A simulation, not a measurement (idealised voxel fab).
process module | voxel wiring stack
cross-section cut | 260 nm wide | cells 5 nm
A cross-section is a grid of square cells, given in bands from the top down. A band is one or more rows of cells.
Each band's line starts with the height of the band's top and of its bottom, in nm. Then come its materials from left to right, each with its width in nm. One material with "throughout" fills the band from edge to edge. "air" is empty space.
Height 0 is the level under which the wafer as received is all one material. The lowest band goes on downwards, as in "0 down".
A width such as "30 to 40" changes by the same amount from each row of cells to the next, from the band's top row to its bottom row.
"no change" after a step means that no cell of the cross-section changed.
closed voids: empty space of 8 cells or more with no open way to the top, each as width x height at its distance from the left edge, in nm
after a step's settings: what the simulator itself notes on the step
overlay nm, on a step with a mask: how far to the right of its planned place the mask lay; to the left if negative
plan
1 op RECEIVE | material Si
2 op CONFORMAL_DEP | material SiO2 | thk nm 15
3 op CONFORMAL_DEP | material SiN | thk nm 5
4 op DIRECTIONAL_DEP | material SiO2 | thk nm 20
5 op PATTERN | tone open | mask id METAL_1 | material resist | width nm 30 | pitch nm 60 | thk nm 20 | overlay nm 0
6 op DIRECTIONAL_ETCH | etch materials SiO2 | depth nm 20
7 op DIRECTIONAL_ETCH | etch materials SiN | depth nm 5
8 op STRIP | etch materials resist
9 op CONFORMAL_DEP | material TiN | thk nm 5
10 op FILL_DEP | material Cu | thk nm 5
11 op CMP | height nm 40
12 op CONFORMAL_DEP | material SiCN | thk nm 5
13 op DIRECTIONAL_DEP | material lowk | thk nm 30
14 op PATTERN | tone open | mask id METAL_2_HOLES | material resist | width nm 15 | pitch nm 120 | thk nm 20 | overlay nm 0
15 op DIRECTIONAL_ETCH | etch materials lowk | depth nm 30
16 op STRIP | etch materials resist
17 op DIRECTIONAL_DEP | material aC | thk nm 15
18 op PATTERN | tone open | mask id METAL_2 | material resist | width nm 30 | pitch nm 60 | thk nm 35 | overlay nm 0
19 op DIRECTIONAL_ETCH | etch materials aC | depth nm 15
20 op STRIP | etch materials resist
21 op DIRECTIONAL_ETCH | etch materials lowk | depth nm 15
22 op DIRECTIONAL_ETCH | etch materials SiCN | depth nm 5
23 op STRIP | etch materials aC
24 op CONFORMAL_DEP | material TiN | thk nm 5
25 op FILL_DEP | material Cu | thk nm 5
26 op CMP | height nm 75
27 op CONFORMAL_DEP | material SiCN | thk nm 5
28 op DIRECTIONAL_DEP | material SiO2 | thk nm 20
29 op PATTERN | tone open | mask id PLUG_2 | material resist | width nm 15 | pitch nm 60 | thk nm 15 | overlay nm 0
30 op DIRECTIONAL_ETCH | etch materials SiO2 | depth nm 20
31 op DIRECTIONAL_ETCH | etch materials SiCN | depth nm 5
32 op STRIP | etch materials resist
33 op CONFORMAL_DEP | material TiN | thk nm 5
34 op FILL_DEP | material Cu | thk nm 10
35 op CMP | height nm 100
36 op DIRECTIONAL_DEP | material TiN | thk nm 5
37 op DIRECTIONAL_DEP | material W | thk nm 25
38 op MASKED_ETCH | tone cover | mask id METAL_3 | width nm 30 | pitch nm 60 | etch materials W | depth nm 25 | overlay nm 0
39 op MASKED_ETCH | tone cover | mask id METAL_3 | width nm 30 | pitch nm 60 | etch materials TiN | depth nm 5 | overlay nm 0
40 op CONFORMAL_DEP | material SiCN | thk nm 5
41 op FILL_DEP | material SiO2 | thk nm 10
42 op CMP | height nm 130
43 op CONFORMAL_DEP | material SiCN | thk nm 5
44 op DIRECTIONAL_DEP | material lowk | thk nm 20
45 op MASKED_ETCH | tone open | mask id PLUG_3 | width nm 15 | pitch nm 120 | etch materials lowk | depth nm 20 | overlay nm 0
46 op MASKED_ETCH | tone open | mask id PLUG_3 | width nm 15 | pitch nm 120 | etch materials SiCN | depth nm 5 | overlay nm 0
47 op EPI | material Ru | thk nm 10
48 op EPI | material Ru | thk nm 10
49 op EPI | material Ru | thk nm 5
50 op CONFORMAL_DEP | material SiCN | thk nm 5
51 op DIRECTIONAL_DEP | material SiO2 | thk nm 25
52 op PATTERN | tone open | mask id METAL_4 | material resist | width nm 30 | pitch nm 60 | thk nm 20 | overlay nm 0
53 op DIRECTIONAL_ETCH | etch materials SiO2 | depth nm 25
54 op DIRECTIONAL_ETCH | etch materials SiCN | depth nm 5
55 op STRIP | etch materials resist
56 op CONFORMAL_DEP | material TiN | thk nm 5
57 op FILL_DEP | material W | thk nm 5
58 op CMP | height nm 185
59 op EPI | material Ru | thk nm 5
60 op FILL_DEP | material SiCN | thk nm 5
first wafer, as planned
as received, after step 1
  0 down: Si throughout
  closed voids: none
after step 2
  15 to 0: SiO2 throughout
  below 0: unchanged
after step 3
  20 to 15: SiN throughout
  below 15: unchanged
after step 4
  40 to 20: SiO2 throughout
  below 20: unchanged
after step 5
  60 to 40: resist 55 | air 30 | resist 30 | air 30 | resist 30 | air 30 | resist 55
  below 40: unchanged
after step 6
  60 to 40: resist 55 | air 30 | resist 30 | air 30 | resist 30 | air 30 | resist 55
  40 to 20: SiO2 55 | air 30 | SiO2 30 | air 30 | SiO2 30 | air 30 | SiO2 55
  below 20: unchanged
after step 7
  60 to 40: resist 55 | air 30 | resist 30 | air 30 | resist 30 | air 30 | resist 55
  40 to 20: SiO2 55 | air 30 | SiO2 30 | air 30 | SiO2 30 | air 30 | SiO2 55
  20 to 15: SiN 55 | air 30 | SiN 30 | air 30 | SiN 30 | air 30 | SiN 55
  below 15: unchanged
after step 8
  40 to 20: SiO2 55 | air 30 | SiO2 30 | air 30 | SiO2 30 | air 30 | SiO2 55
  below 20: unchanged
after step 9
  45 to 40: TiN 60 | air 20 | TiN 40 | air 20 | TiN 40 | air 20 | TiN 60
  40 to 20: SiO2 55 | TiN 5 | air 20 | TiN 5 | SiO2 30 | TiN 5 | air 20 | TiN 5 | SiO2 30 | TiN 5 | air 20 | TiN 5 | SiO2 55
  20 to 15: SiN 55 | TiN 30 | SiN 30 | TiN 30 | SiN 30 | TiN 30 | SiN 55
  below 15: unchanged
after step 10
  50 to 45: Cu throughout
  45 to 40: TiN 60 | Cu 20 | TiN 40 | Cu 20 | TiN 40 | Cu 20 | TiN 60
  40 to 20: SiO2 55 | TiN 5 | Cu 20 | TiN 5 | SiO2 30 | TiN 5 | Cu 20 | TiN 5 | SiO2 30 | TiN 5 | Cu 20 | TiN 5 | SiO2 55
  below 20: unchanged
after step 11
  40 to 20: SiO2 55 | TiN 5 | Cu 20 | TiN 5 | SiO2 30 | TiN 5 | Cu 20 | TiN 5 | SiO2 30 | TiN 5 | Cu 20 | TiN 5 | SiO2 55
  below 20: unchanged
after step 12
  45 to 40: SiCN throughout
  below 40: unchanged
after step 13
  75 to 45: lowk throughout
  below 45: unchanged
after step 14
  95 to 75: resist 55 | air 15 | resist 105 | air 15 | resist 70
  below 75: unchanged
after step 15
  95 to 75: resist 55 | air 15 | resist 105 | air 15 | resist 70
  75 to 45: lowk 55 | air 15 | lowk 105 | air 15 | lowk 70
  below 45: unchanged
after step 16
  75 to 45: lowk 55 | air 15 | lowk 105 | air 15 | lowk 70
  below 45: unchanged
after step 17
  90 to 75: aC 55 | air 15 | aC 105 | air 15 | aC 70
  75 to 60: lowk 55 | air 15 | lowk 105 | air 15 | lowk 70
  60 to 45: lowk 55 | aC 15 | lowk 105 | aC 15 | lowk 70
  below 45: unchanged
after step 18
  125 to 90: resist 55 | air 30 | resist 30 | air 30 | resist 30 | air 30 | resist 55
  below 90: unchanged
after step 19
  110 to 90: resist 55 | air 30 | resist 30 | air 30 | resist 30 | air 30 | resist 55
  90 to 75: aC 55 | air 30 | aC 30 | air 30 | aC 30 | air 30 | aC 55
  75 to 45: lowk 55 | air 15 | lowk 105 | air 15 | lowk 70
  below 45: unchanged
after step 20
  90 to 75: aC 55 | air 30 | aC 30 | air 30 | aC 30 | air 30 | aC 55
  below 75: unchanged
after step 21
  90 to 75: aC 55 | air 30 | aC 30 | air 30 | aC 30 | air 30 | aC 55
  75 to 60: lowk 55 | air 30 | lowk 30 | air 30 | lowk 30 | air 30 | lowk 55
  below 60: unchanged
after step 22
  90 to 75: aC 55 | air 30 | aC 30 | air 30 | aC 30 | air 30 | aC 55
  75 to 60: lowk 55 | air 30 | lowk 30 | air 30 | lowk 30 | air 30 | lowk 55
  60 to 45: lowk 55 | air 15 | lowk 105 | air 15 | lowk 70
  45 to 40: SiCN 55 | air 15 | SiCN 105 | air 15 | SiCN 70
  below 40: unchanged
after step 23
  75 to 60: lowk 55 | air 30 | lowk 30 | air 30 | lowk 30 | air 30 | lowk 55
  below 60: unchanged
after step 24
  80 to 75: TiN 60 | air 20 | TiN 40 | air 20 | TiN 40 | air 20 | TiN 60
  75 to 65: lowk 55 | TiN 5 | air 20 | TiN 5 | lowk 30 | TiN 5 | air 20 | TiN 5 | lowk 30 | TiN 5 | air 20 | TiN 5 | lowk 55
  65 to 60: lowk 55 | TiN 5 | air 5 | TiN 20 | lowk 30 | TiN 30 | lowk 30 | TiN 5 | air 5 | TiN 20 | lowk 55
  60 to 45: lowk 55 | TiN 5 | air 5 | TiN 5 | lowk 105 | TiN 5 | air 5 | TiN 5 | lowk 70
  45 to 40: SiCN 55 | TiN 15 | SiCN 105 | TiN 15 | SiCN 70
  below 40: unchanged
after step 25
  85 to 80: Cu throughout
  80 to 75: TiN 60 | Cu 20 | TiN 40 | Cu 20 | TiN 40 | Cu 20 | TiN 60
  75 to 65: lowk 55 | TiN 5 | Cu 20 | TiN 5 | lowk 30 | TiN 5 | Cu 20 | TiN 5 | lowk 30 | TiN 5 | Cu 20 | TiN 5 | lowk 55
  65 to 60: lowk 55 | TiN 5 | Cu 5 | TiN 20 | lowk 30 | TiN 30 | lowk 30 | TiN 5 | Cu 5 | TiN 20 | lowk 55
  60 to 45: lowk 55 | TiN 5 | Cu 5 | TiN 5 | lowk 105 | TiN 5 | Cu 5 | TiN 5 | lowk 70
  below 45: unchanged
after step 26
  75 to 65: lowk 55 | TiN 5 | Cu 20 | TiN 5 | lowk 30 | TiN 5 | Cu 20 | TiN 5 | lowk 30 | TiN 5 | Cu 20 | TiN 5 | lowk 55
  below 65: unchanged
after step 27
  80 to 75: SiCN throughout
  below 75: unchanged
after step 28
  100 to 80: SiO2 throughout
  below 80: unchanged
after step 29
  115 to 100: resist 55 | air 15 | resist 45 | air 15 | resist 45 | air 15 | resist 70
  below 100: unchanged
after step 30
  115 to 100: resist 55 | air 15 | resist 45 | air 15 | resist 45 | air 15 | resist 70
  100 to 80: SiO2 55 | air 15 | SiO2 45 | air 15 | SiO2 45 | air 15 | SiO2 70
  below 80: unchanged
after step 31
  115 to 100: resist 55 | air 15 | resist 45 | air 15 | resist 45 | air 15 | resist 70
  100 to 80: SiO2 55 | air 15 | SiO2 45 | air 15 | SiO2 45 | air 15 | SiO2 70
  80 to 75: SiCN 55 | air 15 | SiCN 45 | air 15 | SiCN 45 | air 15 | SiCN 70
  below 75: unchanged
after step 32
  100 to 80: SiO2 55 | air 15 | SiO2 45 | air 15 | SiO2 45 | air 15 | SiO2 70
  below 80: unchanged
after step 33
  105 to 100: TiN 60 | air 5 | TiN 55 | air 5 | TiN 55 | air 5 | TiN 75
  100 to 80: SiO2 55 | TiN 5 | air 5 | TiN 5 | SiO2 45 | TiN 5 | air 5 | TiN 5 | SiO2 45 | TiN 5 | air 5 | TiN 5 | SiO2 70
  80 to 75: SiCN 55 | TiN 15 | SiCN 45 | TiN 15 | SiCN 45 | TiN 15 | SiCN 70
  below 75: unchanged
after step 34
  115 to 105: Cu throughout
  105 to 100: TiN 60 | Cu 5 | TiN 55 | Cu 5 | TiN 55 | Cu 5 | TiN 75
  100 to 80: SiO2 55 | TiN 5 | Cu 5 | TiN 5 | SiO2 45 | TiN 5 | Cu 5 | TiN 5 | SiO2 45 | TiN 5 | Cu 5 | TiN 5 | SiO2 70
  below 80: unchanged
after step 35
  100 to 80: SiO2 55 | TiN 5 | Cu 5 | TiN 5 | SiO2 45 | TiN 5 | Cu 5 | TiN 5 | SiO2 45 | TiN 5 | Cu 5 | TiN 5 | SiO2 70
  below 80: unchanged
after step 36
  105 to 100: TiN throughout
  below 100: unchanged
after step 37
  130 to 105: W throughout
  below 105: unchanged
after step 38
  130 to 105: air 55 | W 30 | air 30 | W 30 | air 30 | W 30 | air 55
  below 105: unchanged
after step 39
  130 to 105: air 55 | W 30 | air 30 | W 30 | air 30 | W 30 | air 55
  105 to 100: air 55 | TiN 30 | air 30 | TiN 30 | air 30 | TiN 30 | air 55
  below 100: unchanged
after step 40
  135 to 130: air 50 | SiCN 40 | air 20 | SiCN 40 | air 20 | SiCN 40 | air 50
  130 to 105: air 50 | SiCN 5 | W 30 | SiCN 5 | air 20 | SiCN 5 | W 30 | SiCN 5 | air 20 | SiCN 5 | W 30 | SiCN 5 | air 50
  105 to 100: SiCN 55 | TiN 30 | SiCN 30 | TiN 30 | SiCN 30 | TiN 30 | SiCN 55
  below 100: unchanged
after step 41
  145 to 135: SiO2 throughout
  135 to 130: SiO2 50 | SiCN 40 | SiO2 20 | SiCN 40 | SiO2 20 | SiCN 40 | SiO2 50
  130 to 105: SiO2 50 | SiCN 5 | W 30 | SiCN 5 | SiO2 20 | SiCN 5 | W 30 | SiCN 5 | SiO2 20 | SiCN 5 | W 30 | SiCN 5 | SiO2 50
  below 105: unchanged
after step 42
  130 to 105: SiO2 50 | SiCN 5 | W 30 | SiCN 5 | SiO2 20 | SiCN 5 | W 30 | SiCN 5 | SiO2 20 | SiCN 5 | W 30 | SiCN 5 | SiO2 50
  below 105: unchanged
after step 43
  135 to 130: SiCN throughout
  below 130: unchanged
after step 44
  155 to 135: lowk throughout
  below 135: unchanged
after step 45
  155 to 135: lowk 55 | air 15 | lowk 105 | air 15 | lowk 70
  below 135: unchanged
after step 46
  155 to 135: lowk 55 | air 15 | lowk 105 | air 15 | lowk 70
  135 to 130: SiCN 55 | air 15 | SiCN 105 | air 15 | SiCN 70
  below 130: unchanged
after step 47
  155 to 140: lowk 55 | air 15 | lowk 105 | air 15 | lowk 70
  140 to 135: lowk 55 | Ru 15 | lowk 105 | Ru 15 | lowk 70
  135 to 130: SiCN 55 | Ru 15 | SiCN 105 | Ru 15 | SiCN 70
  below 130: unchanged
after step 48
  155 to 150: lowk 55 | air 15 | lowk 105 | air 15 | lowk 70
  150 to 135: lowk 55 | Ru 15 | lowk 105 | Ru 15 | lowk 70
  below 135: unchanged
after step 49
  155 to 135: lowk 55 | Ru 15 | lowk 105 | Ru 15 | lowk 70
  below 135: unchanged
after step 50
  160 to 155: SiCN throughout
  below 155: unchanged
after step 51
  185 to 160: SiO2 throughout
  below 160: unchanged
after step 52
  205 to 185: resist 55 | air 30 | resist 30 | air 30 | resist 30 | air 30 | resist 55
  below 185: unchanged
after step 53
  205 to 185: resist 55 | air 30 | resist 30 | air 30 | resist 30 | air 30 | resist 55
  185 to 160: SiO2 55 | air 30 | SiO2 30 | air 30 | SiO2 30 | air 30 | SiO2 55
  below 160: unchanged
after step 54
  205 to 185: resist 55 | air 30 | resist 30 | air 30 | resist 30 | air 30 | resist 55
  185 to 160: SiO2 55 | air 30 | SiO2 30 | air 30 | SiO2 30 | air 30 | SiO2 55
  160 to 155: SiCN 55 | air 30 | SiCN 30 | air 30 | SiCN 30 | air 30 | SiCN 55
  below 155: unchanged
after step 55
  185 to 160: SiO2 55 | air 30 | SiO2 30 | air 30 | SiO2 30 | air 30 | SiO2 55
  below 160: unchanged
after step 56
  190 to 185: TiN 60 | air 20 | TiN 40 | air 20 | TiN 40 | air 20 | TiN 60
  185 to 160: SiO2 55 | TiN 5 | air 20 | TiN 5 | SiO2 30 | TiN 5 | air 20 | TiN 5 | SiO2 30 | TiN 5 | air 20 | TiN 5 | SiO2 55
  160 to 155: SiCN 55 | TiN 30 | SiCN 30 | TiN 30 | SiCN 30 | TiN 30 | SiCN 55
  below 155: unchanged
after step 57
  195 to 190: W throughout
  190 to 185: TiN 60 | W 20 | TiN 40 | W 20 | TiN 40 | W 20 | TiN 60
  185 to 160: SiO2 55 | TiN 5 | W 20 | TiN 5 | SiO2 30 | TiN 5 | W 20 | TiN 5 | SiO2 30 | TiN 5 | W 20 | TiN 5 | SiO2 55
  below 160: unchanged
after step 58
  185 to 160: SiO2 55 | TiN 5 | W 20 | TiN 5 | SiO2 30 | TiN 5 | W 20 | TiN 5 | SiO2 30 | TiN 5 | W 20 | TiN 5 | SiO2 55
  below 160: unchanged
after step 59
  190 to 185: air 50 | Ru 40 | air 20 | Ru 40 | air 20 | Ru 40 | air 50
  below 185: unchanged
after step 60
  195 to 190: SiCN throughout
  190 to 185: SiCN 50 | Ru 40 | SiCN 20 | Ru 40 | SiCN 20 | Ru 40 | SiCN 50
  below 185: unchanged
second wafer: like start, like plan, one mistake. Through step 2 it matches the first wafer
when step 3 should have ended
  35 to 0: SiO2 throughout
  below 0: unchanged
when step 4 should have ended
  40 to 35: SiN throughout
  below 35: unchanged
when step 5 should have ended
  60 to 40: resist 55 | air 30 | resist 30 | air 30 | resist 30 | air 30 | resist 55
  below 40: unchanged
when step 6 should have ended: no change
when step 7 should have ended
  60 to 40: resist 55 | air 30 | resist 30 | air 30 | resist 30 | air 30 | resist 55
  40 to 35: SiN 55 | air 30 | SiN 30 | air 30 | SiN 30 | air 30 | SiN 55
  below 35: unchanged
when step 8 should have ended
  40 to 35: SiN 55 | air 30 | SiN 30 | air 30 | SiN 30 | air 30 | SiN 55
  below 35: unchanged
when step 9 should have ended
  45 to 40: TiN 60 | air 20 | TiN 40 | air 20 | TiN 40 | air 20 | TiN 60
  40 to 35: SiN 55 | TiN 30 | SiN 30 | TiN 30 | SiN 30 | TiN 30 | SiN 55
  below 35: unchanged
when step 10 should have ended
  50 to 45: Cu throughout
  45 to 40: TiN 60 | Cu 20 | TiN 40 | Cu 20 | TiN 40 | Cu 20 | TiN 60
  below 40: unchanged
when step 11 should have ended
  40 to 35: SiN 55 | TiN 30 | SiN 30 | TiN 30 | SiN 30 | TiN 30 | SiN 55
  below 35: unchanged
when step 12 should have ended
  45 to 40: SiCN throughout
  below 40: unchanged
when step 13 should have ended
  75 to 45: lowk throughout
  below 45: unchanged
when step 14 should have ended
  95 to 75: resist 55 | air 15 | resist 105 | air 15 | resist 70
  below 75: unchanged
when step 15 should have ended
  95 to 75: resist 55 | air 15 | resist 105 | air 15 | resist 70
  75 to 45: lowk 55 | air 15 | lowk 105 | air 15 | lowk 70
  below 45: unchanged
when step 16 should have ended
  75 to 45: lowk 55 | air 15 | lowk 105 | air 15 | lowk 70
  below 45: unchanged
when step 17 should have ended
  90 to 75: aC 55 | air 15 | aC 105 | air 15 | aC 70
  75 to 60: lowk 55 | air 15 | lowk 105 | air 15 | lowk 70
  60 to 45: lowk 55 | aC 15 | lowk 105 | aC 15 | lowk 70
  below 45: unchanged
when step 18 should have ended
  125 to 90: resist 55 | air 30 | resist 30 | air 30 | resist 30 | air 30 | resist 55
  below 90: unchanged
when step 19 should have ended
  110 to 90: resist 55 | air 30 | resist 30 | air 30 | resist 30 | air 30 | resist 55
  90 to 75: aC 55 | air 30 | aC 30 | air 30 | aC 30 | air 30 | aC 55
  75 to 45: lowk 55 | air 15 | lowk 105 | air 15 | lowk 70
  below 45: unchanged
when step 20 should have ended
  90 to 75: aC 55 | air 30 | aC 30 | air 30 | aC 30 | air 30 | aC 55
  below 75: unchanged
when step 21 should have ended
  90 to 75: aC 55 | air 30 | aC 30 | air 30 | aC 30 | air 30 | aC 55
  75 to 60: lowk 55 | air 30 | lowk 30 | air 30 | lowk 30 | air 30 | lowk 55
  below 60: unchanged
when step 22 should have ended
  90 to 75: aC 55 | air 30 | aC 30 | air 30 | aC 30 | air 30 | aC 55
  75 to 60: lowk 55 | air 30 | lowk 30 | air 30 | lowk 30 | air 30 | lowk 55
  60 to 45: lowk 55 | air 15 | lowk 105 | air 15 | lowk 70
  45 to 40: SiCN 55 | air 15 | SiCN 105 | air 15 | SiCN 70
  below 40: unchanged
when step 23 should have ended
  75 to 60: lowk 55 | air 30 | lowk 30 | air 30 | lowk 30 | air 30 | lowk 55
  below 60: unchanged
when step 24 should have ended
  80 to 75: TiN 60 | air 20 | TiN 40 | air 20 | TiN 40 | air 20 | TiN 60
  75 to 65: lowk 55 | TiN 5 | air 20 | TiN 5 | lowk 30 | TiN 5 | air 20 | TiN 5 | lowk 30 | TiN 5 | air 20 | TiN 5 | lowk 55
  65 to 60: lowk 55 | TiN 5 | air 5 | TiN 20 | lowk 30 | TiN 30 | lowk 30 | TiN 5 | air 5 | TiN 20 | lowk 55
  60 to 45: lowk 55 | TiN 5 | air 5 | TiN 5 | lowk 105 | TiN 5 | air 5 | TiN 5 | lowk 70
  45 to 40: SiCN 55 | TiN 15 | SiCN 105 | TiN 15 | SiCN 70
  below 40: unchanged
when step 25 should have ended
  85 to 80: Cu throughout
  80 to 75: TiN 60 | Cu 20 | TiN 40 | Cu 20 | TiN 40 | Cu 20 | TiN 60
  75 to 65: lowk 55 | TiN 5 | Cu 20 | TiN 5 | lowk 30 | TiN 5 | Cu 20 | TiN 5 | lowk 30 | TiN 5 | Cu 20 | TiN 5 | lowk 55
  65 to 60: lowk 55 | TiN 5 | Cu 5 | TiN 20 | lowk 30 | TiN 30 | lowk 30 | TiN 5 | Cu 5 | TiN 20 | lowk 55
  60 to 45: lowk 55 | TiN 5 | Cu 5 | TiN 5 | lowk 105 | TiN 5 | Cu 5 | TiN 5 | lowk 70
  below 45: unchanged
when step 26 should have ended
  75 to 65: lowk 55 | TiN 5 | Cu 20 | TiN 5 | lowk 30 | TiN 5 | Cu 20 | TiN 5 | lowk 30 | TiN 5 | Cu 20 | TiN 5 | lowk 55
  below 65: unchanged
when step 27 should have ended
  80 to 75: SiCN throughout
  below 75: unchanged
when step 28 should have ended
  100 to 80: SiO2 throughout
  below 80: unchanged
when step 29 should have ended
  115 to 100: resist 55 | air 15 | resist 45 | air 15 | resist 45 | air 15 | resist 70
  below 100: unchanged
when step 30 should have ended
  115 to 100: resist 55 | air 15 | resist 45 | air 15 | resist 45 | air 15 | resist 70
  100 to 80: SiO2 55 | air 15 | SiO2 45 | air 15 | SiO2 45 | air 15 | SiO2 70
  below 80: unchanged
when step 31 should have ended
  115 to 100: resist 55 | air 15 | resist 45 | air 15 | resist 45 | air 15 | resist 70
  100 to 80: SiO2 55 | air 15 | SiO2 45 | air 15 | SiO2 45 | air 15 | SiO2 70
  80 to 75: SiCN 55 | air 15 | SiCN 45 | air 15 | SiCN 45 | air 15 | SiCN 70
  below 75: unchanged
when step 32 should have ended
  100 to 80: SiO2 55 | air 15 | SiO2 45 | air 15 | SiO2 45 | air 15 | SiO2 70
  below 80: unchanged
when step 33 should have ended
  105 to 100: TiN 60 | air 5 | TiN 55 | air 5 | TiN 55 | air 5 | TiN 75
  100 to 80: SiO2 55 | TiN 5 | air 5 | TiN 5 | SiO2 45 | TiN 5 | air 5 | TiN 5 | SiO2 45 | TiN 5 | air 5 | TiN 5 | SiO2 70
  80 to 75: SiCN 55 | TiN 15 | SiCN 45 | TiN 15 | SiCN 45 | TiN 15 | SiCN 70
  below 75: unchanged
when step 34 should have ended
  115 to 105: Cu throughout
  105 to 100: TiN 60 | Cu 5 | TiN 55 | Cu 5 | TiN 55 | Cu 5 | TiN 75
  100 to 80: SiO2 55 | TiN 5 | Cu 5 | TiN 5 | SiO2 45 | TiN 5 | Cu 5 | TiN 5 | SiO2 45 | TiN 5 | Cu 5 | TiN 5 | SiO2 70
  below 80: unchanged
when step 35 should have ended
  100 to 80: SiO2 55 | TiN 5 | Cu 5 | TiN 5 | SiO2 45 | TiN 5 | Cu 5 | TiN 5 | SiO2 45 | TiN 5 | Cu 5 | TiN 5 | SiO2 70
  below 80: unchanged
when step 36 should have ended
  105 to 100: TiN throughout
  below 100: unchanged
when step 37 should have ended
  130 to 105: W throughout
  below 105: unchanged
when step 38 should have ended
  130 to 105: air 55 | W 30 | air 30 | W 30 | air 30 | W 30 | air 55
  below 105: unchanged
when step 39 should have ended
  130 to 105: air 55 | W 30 | air 30 | W 30 | air 30 | W 30 | air 55
  105 to 100: air 55 | TiN 30 | air 30 | TiN 30 | air 30 | TiN 30 | air 55
  below 100: unchanged
when step 40 should have ended
  135 to 130: air 50 | SiCN 40 | air 20 | SiCN 40 | air 20 | SiCN 40 | air 50
  130 to 105: air 50 | SiCN 5 | W 30 | SiCN 5 | air 20 | SiCN 5 | W 30 | SiCN 5 | air 20 | SiCN 5 | W 30 | SiCN 5 | air 50
  105 to 100: SiCN 55 | TiN 30 | SiCN 30 | TiN 30 | SiCN 30 | TiN 30 | SiCN 55
  below 100: unchanged
when step 41 should have ended
  145 to 135: SiO2 throughout
  135 to 130: SiO2 50 | SiCN 40 | SiO2 20 | SiCN 40 | SiO2 20 | SiCN 40 | SiO2 50
  130 to 105: SiO2 50 | SiCN 5 | W 30 | SiCN 5 | SiO2 20 | SiCN 5 | W 30 | SiCN 5 | SiO2 20 | SiCN 5 | W 30 | SiCN 5 | SiO2 50
  below 105: unchanged
when step 42 should have ended
  130 to 105: SiO2 50 | SiCN 5 | W 30 | SiCN 5 | SiO2 20 | SiCN 5 | W 30 | SiCN 5 | SiO2 20 | SiCN 5 | W 30 | SiCN 5 | SiO2 50
  below 105: unchanged
when step 43 should have ended
  135 to 130: SiCN throughout
  below 130: unchanged
when step 44 should have ended
  155 to 135: lowk throughout
  below 135: unchanged
when step 45 should have ended
  155 to 135: lowk 55 | air 15 | lowk 105 | air 15 | lowk 70
  below 135: unchanged
when step 46 should have ended
  155 to 135: lowk 55 | air 15 | lowk 105 | air 15 | lowk 70
  135 to 130: SiCN 55 | air 15 | SiCN 105 | air 15 | SiCN 70
  below 130: unchanged
when step 47 should have ended
  155 to 140: lowk 55 | air 15 | lowk 105 | air 15 | lowk 70
  140 to 135: lowk 55 | Ru 15 | lowk 105 | Ru 15 | lowk 70
  135 to 130: SiCN 55 | Ru 15 | SiCN 105 | Ru 15 | SiCN 70
  below 130: unchanged
when step 48 should have ended
  155 to 150: lowk 55 | air 15 | lowk 105 | air 15 | lowk 70
  150 to 135: lowk 55 | Ru 15 | lowk 105 | Ru 15 | lowk 70
  below 135: unchanged
when step 49 should have ended
  155 to 135: lowk 55 | Ru 15 | lowk 105 | Ru 15 | lowk 70
  below 135: unchanged
when step 50 should have ended
  160 to 155: SiCN throughout
  below 155: unchanged
when step 51 should have ended
  185 to 160: SiO2 throughout
  below 160: unchanged
when step 52 should have ended
  205 to 185: resist 55 | air 30 | resist 30 | air 30 | resist 30 | air 30 | resist 55
  below 185: unchanged
when step 53 should have ended
  205 to 185: resist 55 | air 30 | resist 30 | air 30 | resist 30 | air 30 | resist 55
  185 to 160: SiO2 55 | air 30 | SiO2 30 | air 30 | SiO2 30 | air 30 | SiO2 55
  below 160: unchanged
when step 54 should have ended
  205 to 185: resist 55 | air 30 | resist 30 | air 30 | resist 30 | air 30 | resist 55
  185 to 160: SiO2 55 | air 30 | SiO2 30 | air 30 | SiO2 30 | air 30 | SiO2 55
  160 to 155: SiCN 55 | air 30 | SiCN 30 | air 30 | SiCN 30 | air 30 | SiCN 55
  below 155: unchanged
when step 55 should have ended
  185 to 160: SiO2 55 | air 30 | SiO2 30 | air 30 | SiO2 30 | air 30 | SiO2 55
  below 160: unchanged
when step 56 should have ended
  190 to 185: TiN 60 | air 20 | TiN 40 | air 20 | TiN 40 | air 20 | TiN 60
  185 to 160: SiO2 55 | TiN 5 | air 20 | TiN 5 | SiO2 30 | TiN 5 | air 20 | TiN 5 | SiO2 30 | TiN 5 | air 20 | TiN 5 | SiO2 55
  160 to 155: SiCN 55 | TiN 30 | SiCN 30 | TiN 30 | SiCN 30 | TiN 30 | SiCN 55
  below 155: unchanged
when step 57 should have ended
  195 to 190: W throughout
  190 to 185: TiN 60 | W 20 | TiN 40 | W 20 | TiN 40 | W 20 | TiN 60
  185 to 160: SiO2 55 | TiN 5 | W 20 | TiN 5 | SiO2 30 | TiN 5 | W 20 | TiN 5 | SiO2 30 | TiN 5 | W 20 | TiN 5 | SiO2 55
  below 160: unchanged
when step 58 should have ended
  185 to 160: SiO2 55 | TiN 5 | W 20 | TiN 5 | SiO2 30 | TiN 5 | W 20 | TiN 5 | SiO2 30 | TiN 5 | W 20 | TiN 5 | SiO2 55
  below 160: unchanged
when step 59 should have ended
  190 to 185: air 50 | Ru 40 | air 20 | Ru 40 | air 20 | Ru 40 | air 50
  below 185: unchanged
when step 60 should have ended
  195 to 190: SiCN throughout
  190 to 185: SiCN 50 | Ru 40 | SiCN 20 | Ru 40 | SiCN 20 | Ru 40 | SiCN 50
  below 185: unchanged
what went wrong: steps 3 and 4 were swapped
at the end the second wafer has, in cells: 48 fewer of Cu | 72 more of SiO2 | 24 fewer of TiN
